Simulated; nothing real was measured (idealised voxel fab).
The following process module bears the name voxel ribs on slabs.
Square cells of 5 nm make up the cross-section cut, whose width is 185 nm.
Cross-section layout: square cells on a grid; listed as bands, top to bottom; a band spans one or more cell rows.
Band entry format. Leading values: height of top, height of bottom, nm. Remainder: materials in left-to-right order, each with its width in nm. Special words: "edge to edge" on a single material, which then fills the band edge to edge; "empty", empty space.
Ref level 0: as-received wafer is one material below here. Bottom band extends down with no lower bound ("0 nm and below").
It should be noted that a width expressed as "30->40" varies in equal increments from row to row of cells within the band, taking the value of the first number at the top row and that of the second number at the bottom row.
For the purposes of this document, the phrase "no alterations made" attached to a step denotes that no cell within the cross-section was modified by that step.
In the "Enclosed void catalog" entry, you get each enclosed empty space of 8 cells or more, one with no open way to the top, written width x height at distance, distance from the left edge, in nm.
Anything after a step's settings on that line? It's the simulator's own note about the step.
"overlay nm", when on a step's line for a step with a mask, measures how far to the right of its planned place the mask lay; a negative measure means to the left.
THE STEPS PLANNED FOR THE PROCESS ARE AS FOLLOWS
1. RECEIVE,material Si
2. DIRECTIONAL_DEP,material SiO2,thk nm 30
3. DIRECTIONAL_DEP,material SiN,thk nm 20
4. MASKED_ETCH,tone cover,mask id RIB,width nm 15,etch materials SiN,depth nm 15,overlay nm 0
5. MASKED_ETCH,tone cover,mask id SLAB,width nm 65,etch materials SiN,depth nm 5,overlay nm 0
6. FILL_DEP,material SiO2,thk nm 20
7. CMP,height nm 60
8. DIRECTIONAL_DEP,material TiN,thk nm 10
9. MASKED_ETCH,tone cover,mask id HEATER,width nm 25,etch materials TiN,depth nm 10,overlay nm 0
10. CONFORMAL_DEP,material SiN,thk nm 5
RUN AS PLANNED: FIRST OF TWO WAFERS
WAFER CROSS-SECTION ON RECEIPT, I.E. AFTER STEP 1
> 0 nm and below = Si edge to edge
> Enclosed void catalog: none
TAKE A LOOK AT THE WAFER'S CROSS-SECTION AFTER STEP 2
> 30 nm to 0 nm = SiO2 edge to edge
> For the remainder of the cross-section, below 0, there is no change.
TAKE A LOOK AT THE WAFER'S CROSS-SECTION AFTER STEP 3
> 50 nm to 30 nm = SiN edge to edge
> For the remainder of the cross-section, below 30, there is no change.
TAKE A LOOK AT THE WAFER'S CROSS-SECTION AFTER STEP 4
> 50 nm to 35 nm = empty: 85 | SiN: 15 | empty: 85
> For the remainder of the cross-section, below 35, there is no change.
TAKE A LOOK AT THE WAFER'S CROSS-SECTION AFTER STEP 5
> 50 nm to 35 nm = empty: 85 | SiN: 15 | empty: 85
> 35 nm to 30 nm = empty: 60 | SiN: 65 | empty: 60
> For the remainder of the cross-section, below 30, there is no change.
TAKE A LOOK AT THE WAFER'S CROSS-SECTION AFTER STEP 6
> 70 nm to 50 nm = SiO2 edge to edge
> 50 nm to 35 nm = SiO2: 85 | SiN: 15 | SiO2: 85
> 35 nm to 30 nm = SiO2: 60 | SiN: 65 | SiO2: 60
> For the remainder of the cross-section, below 30, there is no change.
TAKE A LOOK AT THE WAFER'S CROSS-SECTION AFTER STEP 7
> 60 nm to 50 nm = SiO2 edge to edge
> For the remainder of the cross-section, below 50, there is no change.
TAKE A LOOK AT THE WAFER'S CROSS-SECTION AFTER STEP 8
> 70 nm to 60 nm = TiN edge to edge
> For the remainder of the cross-section, below 60, there is no change.
TAKE A LOOK AT THE WAFER'S CROSS-SECTION AFTER STEP 9
> 70 nm to 60 nm = empty: 80 | TiN: 25 | empty: 80
> For the remainder of the cross-section, below 60, there is no change.
TAKE A LOOK AT THE WAFER'S CROSS-SECTION AFTER STEP 10
> 75 nm to 70 nm = empty: 75 | SiN: 35 | empty: 75
> 70 nm to 65 nm = empty: 75 | SiN: 5 | TiN: 25 | SiN: 5 | empty: 75
> 65 nm to 60 nm = SiN: 80 | TiN: 25 | SiN: 80
> For the remainder of the cross-section, below 60, there is no change.
WHAT FOLLOWS CONCERNS THE SECOND WAFER, WHICH STARTED OUT LIKE THE FIRST AND WAS MEANT TO FOLLOW THE VERY SAME PLAN; ONE MISTAKE CREPT IN WHEN IT WAS RUN, BUT EVERYTHING UP TO AND INCLUDING STEP 3 IS THE SAME AS FOR THE FIRST WAFER
THE SECOND WAFER CUT THROUGH, AT THE TIME STEP 4 WAS SUPPOSED TO BE FINISHED
> 50 nm to 40 nm = empty: 85 | SiN: 15 | empty: 85
> For the remainder of the cross-section, below 40, there is no change.
THE SECOND WAFER CUT THROUGH, AT THE TIME STEP 5 WAS SUPPOSED TO BE FINISHED
> 50 nm to 40 nm = empty: 85 | SiN: 15 | empty: 85
> 40 nm to 35 nm = empty: 60 | SiN: 65 | empty: 60
> For the remainder of the cross-section, below 35, there is no change.
THE SECOND WAFER CUT THROUGH, AT THE TIME STEP 6 WAS SUPPOSED TO BE FINISHED
> 70 nm to 50 nm = SiO2 edge to edge
> 50 nm to 40 nm = SiO2: 85 | SiN: 15 | SiO2: 85
> 40 nm to 35 nm = SiO2: 60 | SiN: 65 | SiO2: 60
> For the remainder of the cross-section, below 35, there is no change.
THE SECOND WAFER CUT THROUGH, AT THE TIME STEP 7 WAS SUPPOSED TO BE FINISHED
> 60 nm to 50 nm = SiO2 edge to edge
> For the remainder of the cross-section, below 50, there is no change.
THE SECOND WAFER CUT THROUGH, AT THE TIME STEP 8 WAS SUPPOSED TO BE FINISHED
> 70 nm to 60 nm = TiN edge to edge
> For the remainder of the cross-section, below 60, there is no change.
THE SECOND WAFER CUT THROUGH, AT THE TIME STEP 9 WAS SUPPOSED TO BE FINISHED
> 70 nm to 60 nm = empty: 80 | TiN: 25 | empty: 80
> For the remainder of the cross-section, below 60, there is no change.
THE SECOND WAFER CUT THROUGH, AT THE TIME STEP 10 WAS SUPPOSED TO BE FINISHED
> 75 nm to 70 nm = empty: 75 | SiN: 35 | empty: 75
> 70 nm to 65 nm = empty: 75 | SiN: 5 | TiN: 25 | SiN: 5 | empty: 75
> 65 nm to 60 nm = SiN: 80 | TiN: 25 | SiN: 80
> For the remainder of the cross-section, below 60, there is no change.
Diagnosis: it should be noted that step 4 was executed with settings other than those planned, the operation and settings actually applied being MASKED_ETCH,tone cover,mask id RIB,width nm 15,etch materials SiN,depth nm 10,overlay nm 0
at the end the second wafer has, in cells: SiN: 34 more | SiO2: 34 fewer
